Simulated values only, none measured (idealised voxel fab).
process module | voxel lift off
cross-section cut | 275 nm wide | cells 5 nm
A cross-section is a grid of square cells, given in bands from the top down. A band is one or more rows of cells.
Each band's line starts with the height of the band's top and of its bottom, in nm. Then come its materials from left to right, each with its width in nm. One material with "throughout" fills the band from edge to edge. "air" is empty space.
Height 0 is the level under which the wafer as received is all one material. The lowest band goes on downwards, as in "0 down".
A width such as "30 to 40" changes by the same amount from each row of cells to the next, from the band's top row to its bottom row.
"no change" after a step means that no cell of the cross-section changed.
closed voids: empty space of 8 cells or more with no open way to the top, each as width x height at its distance from the left edge, in nm
after a step's settings: what the simulator itself notes on the step
overlay nm, on a step with a mask: how far to the right of its planned place the mask lay; to the left if negative
plan
1 op RECEIVE | material Si
2 op CONFORMAL_DEP | material Al2O3 | thk nm 5
3 op PATTERN | tone open | mask id LINES | material resist | width nm 25 | pitch nm 45 | thk nm 25 | overlay nm 0
4 op DIRECTIONAL_DEP | material Ru | thk nm 10
5 op STRIP | etch materials resist
6 op CONFORMAL_DEP | material SiCN | thk nm 10
first wafer, as planned
as received, after step 1
  0 down: Si throughout
  closed voids: none
after step 2
  5 to 0: Al2O3 throughout
  below 0: unchanged
after step 3
  30 to 5: resist 80 | air 25 | resist 20 | air 25 | resist 20 | air 25 | resist 80
  below 5: unchanged
after step 4
  40 to 30: Ru 80 | air 25 | Ru 20 | air 25 | Ru 20 | air 25 | Ru 80
  30 to 15: resist 80 | air 25 | resist 20 | air 25 | resist 20 | air 25 | resist 80
  15 to 5: resist 80 | Ru 25 | resist 20 | Ru 25 | resist 20 | Ru 25 | resist 80
  below 5: unchanged
after step 5
  15 to 5: air 80 | Ru 25 | air 20 | Ru 25 | air 20 | Ru 25 | air 80
  below 5: unchanged
after step 6
  25 to 15: air 70 | SiCN 135 | air 70
  15 to 5: SiCN 80 | Ru 25 | SiCN 20 | Ru 25 | SiCN 20 | Ru 25 | SiCN 80
  below 5: unchanged
second wafer: like start, like plan, one mistake. Through step 5 it matches the first wafer
when step 6 should have ended
  25 to 15: air 70 | Ru 135 | air 70
  15 to 5: Ru throughout
  below 5: unchanged
what went wrong: step 6 ran as: op CONFORMAL_DEP | material Ru | thk nm 10
at the end the second wafer has, in cells: 134 more of Ru | 134 fewer of SiCN
